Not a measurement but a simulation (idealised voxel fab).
Process module under the name voxel transistor to metal
150 nm wide, 5 nm square cells: that's cross-section cut.
Square cells in a grid make up a cross-section in this document, and the grid is given as bands, listed from the top down, each one or more rows of cells.
What a band's entry tells you: where the top is and where the bottom is, as heights in nm, and after that what lies inside, material by material from left to right, each with its width in nm. Empty space is written as the word "empty", and a single material marked with the word "all across" occupies the band from edge to edge.
Convention: height 0 is the level below which the wafer, as received, is all one material. The lowest band does not terminate at the bottom but continues downward, represented as "0 -> down".
When a width is written as two numbers, as in "30->40", the first number is the width in the top row of cells of the band and the second is the width in its bottom row, and the width changes by the same amount from each row to the next.
Where a step carries "nothing altered", the cross-section came out of it unchanged, cell for cell.
Empty spaces without an open route to the top, at least 8 cells in extent, make up the entry "Voids, sealed"; each is given as width x height at distance, where the distance is measured from the left edge, and all are in nm.
Note: text after step settings on the step line = simulator remark on that step.
overlay nm: step with mask; distance mask lay right of planned place; negative value = left of planned place.
Process steps foreseen in the plan
1. RECEIVE (material Si)
2. CONFORMAL_DEP (material SiO2; thk nm 5)
3. CONFORMAL_DEP (material SiN; thk nm 10)
4. PATTERN (tone cover; mask id ACTIVE; material resist; width nm 115; thk nm 15; overlay nm 0)
5. DIRECTIONAL_ETCH (etch materials SiN; depth nm 10)
6. DIRECTIONAL_ETCH (etch materials SiO2; depth nm 5)
7. DIRECTIONAL_ETCH (etch materials Si; depth nm 20)
8. STRIP (etch materials resist)
9. FILL_DEP (material SiO2; thk nm 15)
10. CMP (height nm 15)
11. SELECTIVE_ETCH (etch materials SiO2; depth nm 10)
12. STRIP (etch materials SiN)
13. SELECTIVE_ETCH (etch materials SiO2; depth nm 5)
14. OXIDIZE (depth nm 5)
15. DIRECTIONAL_DEP (material polySi; thk nm 20)
16. DIRECTIONAL_DEP (material SiCN; thk nm 10)
17. DIRECTIONAL_DEP (material aC; thk nm 10)
18. PATTERN (tone cover; mask id GATE; material resist; width nm 25; thk nm 30; overlay nm 0)
19. DIRECTIONAL_ETCH (etch materials aC; depth nm 10)
20. STRIP (etch materials resist)
21. DIRECTIONAL_ETCH (etch materials SiCN; depth nm 20)
22. DIRECTIONAL_ETCH (etch materials polySi; depth nm 30)
23. STRIP (etch materials aC)
24. CONFORMAL_DEP (material SiN; thk nm 5)
25. DIRECTIONAL_ETCH (etch materials SiN; depth nm 5)
26. DIRECTIONAL_ETCH (etch materials SiO2; depth nm 5)
27. DIRECTIONAL_ETCH (etch materials Si; depth nm 5)
28. EPI (material SiGe; thk nm 10)
29. FILL_DEP (material SiO2; thk nm 10)
30. CMP (height nm 20)
31. STRIP (etch materials polySi)
32. SELECTIVE_ETCH (etch materials SiO2; depth nm 5)
33. CONFORMAL_DEP (material HfO2; thk nm 5)
34. CONFORMAL_DEP (material TiN; thk nm 5)
35. FILL_DEP (material W; thk nm 5)
36. CMP (height nm 15)
37. DIRECTIONAL_DEP (material SiO2; thk nm 10)
38. PATTERN (tone open; mask id CONTACT; material resist; width nm 15; pitch nm 90; thk nm 20; overlay nm 0)
39. DIRECTIONAL_ETCH (etch materials SiO2; depth nm 25)
40. STRIP (etch materials resist)
41. CONFORMAL_DEP (material TiN; thk nm 5)
42. FILL_DEP (material W; thk nm 5)
43. CMP (height nm 25)
44. CONFORMAL_DEP (material SiCN; thk nm 5)
45. DIRECTIONAL_DEP (material lowk; thk nm 20)
46. PATTERN (tone open; mask id METAL_1; material resist; width nm 15; pitch nm 90; thk nm 15; overlay nm 0)
47. DIRECTIONAL_ETCH (etch materials lowk; depth nm 20)
48. DIRECTIONAL_ETCH (etch materials SiCN; depth nm 5)
49. STRIP (etch materials resist)
50. CONFORMAL_DEP (material TiN; thk nm 5)
51. FILL_DEP (material Ru; thk nm 5)
52. CMP (height nm 50)
53. EPI (material Ru; thk nm 5)
54. FILL_DEP (material SiCN; thk nm 5)
All wafers enter the flow in the same state. The width nm at step 18 differs from wafer to wafer, and the plan gives the value for the first wafer.
Cross-section of the first of several wafers as received (after step 1)
    0 -> down | Si all across
    Voids, sealed: none
Cross-section, first of several wafers, end of module, after last step 54
    60 -> 55 | SiCN all across
    55 -> 50 | 15 nm SiCN, then 25 nm Ru, then 65 nm SiCN, then 25 nm Ru, then 20 nm SiCN
    50 -> 30 | 20 nm lowk, then 5 nm TiN, then 5 nm Ru, then 5 nm TiN, then 75 nm lowk, then 5 nm TiN, then 5 nm Ru, then 5 nm TiN, then 25 nm lowk
    30 -> 25 | 20 nm SiCN, then 15 nm TiN, then 75 nm SiCN, then 15 nm TiN, then 25 nm SiCN
    25 -> 15 | 20 nm SiO2, then 5 nm TiN, then 5 nm W, then 5 nm TiN, then 75 nm SiO2, then 5 nm TiN, then 5 nm W, then 5 nm TiN, then 25 nm SiO2
    15 -> 5 | 20 nm SiO2, then 5 nm TiN, then 5 nm W, then 5 nm TiN, then 20 nm SiO2, then 5 nm SiN, then 5 nm HfO2, then 5 nm TiN, then 5 nm W, then 5 nm TiN, then 5 nm HfO2, then 5 nm SiN, then 20 nm SiO2, then 5 nm TiN, then 5 nm W, then 5 nm TiN, then 25 nm SiO2
    5 -> 0 | 20 nm SiO2, then 15 nm TiN, then 10 nm SiO2, then 10 nm SiGe, then 5 nm SiN, then 5 nm HfO2, then 15 nm TiN, then 5 nm HfO2, then 5 nm SiN, then 10 nm SiGe, then 10 nm SiO2, then 15 nm TiN, then 25 nm SiO2
    0 -> -5 | 10 nm SiO2, then 45 nm SiGe, then 35 nm HfO2, then 45 nm SiGe, then 15 nm SiO2
    -5 -> -10 | 15 nm SiO2, then 40 nm SiGe, then 35 nm Si, then 40 nm SiGe, then 20 nm SiO2
    -10 -> -20 | 15 nm SiO2, then 115 nm Si, then 20 nm SiO2
    -20 -> down | Si all across
    Voids, sealed: none
The final wafer, sectioned at module end
    60 -> 55 | SiCN all across
    55 -> 50 | 15 nm SiCN, then 25 nm Ru, then 65 nm SiCN, then 25 nm Ru, then 20 nm SiCN
    50 -> 30 | 20 nm lowk, then 5 nm TiN, then 5 nm Ru, then 5 nm TiN, then 75 nm lowk, then 5 nm TiN, then 5 nm Ru, then 5 nm TiN, then 25 nm lowk
    30 -> 25 | 20 nm SiCN, then 15 nm TiN, then 75 nm SiCN, then 15 nm TiN, then 25 nm SiCN
    25 -> 15 | 20 nm SiO2, then 5 nm TiN, then 5 nm W, then 5 nm TiN, then 75 nm SiO2, then 5 nm TiN, then 5 nm W, then 5 nm TiN, then 25 nm SiO2
    15 -> 10 | 20 nm SiO2, then 5 nm TiN, then 5 nm W, then 5 nm TiN, then 10 nm SiO2, then 5 nm SiN, then 5 nm HfO2, then 5 nm TiN, then 30 nm W, then 5 nm TiN, then 5 nm HfO2, then 5 nm SiN, then 5 nm SiO2, then 5 nm TiN, then 5 nm W, then 5 nm TiN, then 25 nm SiO2
    10 -> 5 | 20 nm SiO2, then 5 nm TiN, then 5 nm W, then 5 nm TiN, then 10 nm SiO2, then 5 nm SiN, then 5 nm HfO2, then 5 nm TiN, then 30 nm W, then 5 nm TiN, then 5 nm HfO2, then 5 nm SiN, then 5 nm SiO2, then 15 nm TiN, then 25 nm SiO2
    5 -> 0 | 20 nm SiO2, then 15 nm TiN, then 10 nm SiGe, then 5 nm SiN, then 5 nm HfO2, then 40 nm TiN, then 5 nm HfO2, then 5 nm SiN, then 10 nm SiGe, then 10 nm TiN, then 25 nm SiO2
    0 -> -5 | 10 nm SiO2, then 35 nm SiGe, then 60 nm HfO2, then 30 nm SiGe, then 15 nm SiO2
    -5 -> -10 | 15 nm SiO2, then 30 nm SiGe, then 60 nm Si, then 25 nm SiGe, then 20 nm SiO2
    -10 -> -20 | 15 nm SiO2, then 115 nm Si, then 20 nm SiO2
    -20 -> down | Si all across
    Voids, sealed: none
So in this table every wafer gets its own row, and what you see is where it stands at the end of the module: for each material, how many cells it picked up (+) or gave up (-) since we received it, and after that its closed voids
width nm 25; +13 HfO2; +18 Ru; -67 Si; +74 SiCN; +38 SiGe; +6 SiN; +121 SiO2; +51 TiN; +10 W; +96 lowk; Voids, sealed: none
width nm 30; +14 HfO2; +18 Ru; -66 Si; +74 SiCN; +36 SiGe; +6 SiN; +118 SiO2; +52 TiN; +12 W; +96 lowk; Voids, sealed: none
width nm 35; +15 HfO2; +18 Ru; -65 Si; +74 SiCN; +34 SiGe; +6 SiN; +115 SiO2; +53 TiN; +14 W; +96 lowk; Voids, sealed: none
width nm 40; +16 HfO2; +18 Ru; -64 Si; +74 SiCN; +32 SiGe; +6 SiN; +112 SiO2; +54 TiN; +16 W; +96 lowk; Voids, sealed: none
width nm 45; +17 HfO2; +18 Ru; -63 Si; +74 SiCN; +30 SiGe; +6 SiN; +109 SiO2; +55 TiN; +18 W; +96 lowk; Voids, sealed: none
width nm 50; +18 HfO2; +18 Ru; -62 Si; +74 SiCN; +28 SiGe; +6 SiN; +107 SiO2; +56 TiN; +19 W; +96 lowk; Voids, sealed: none
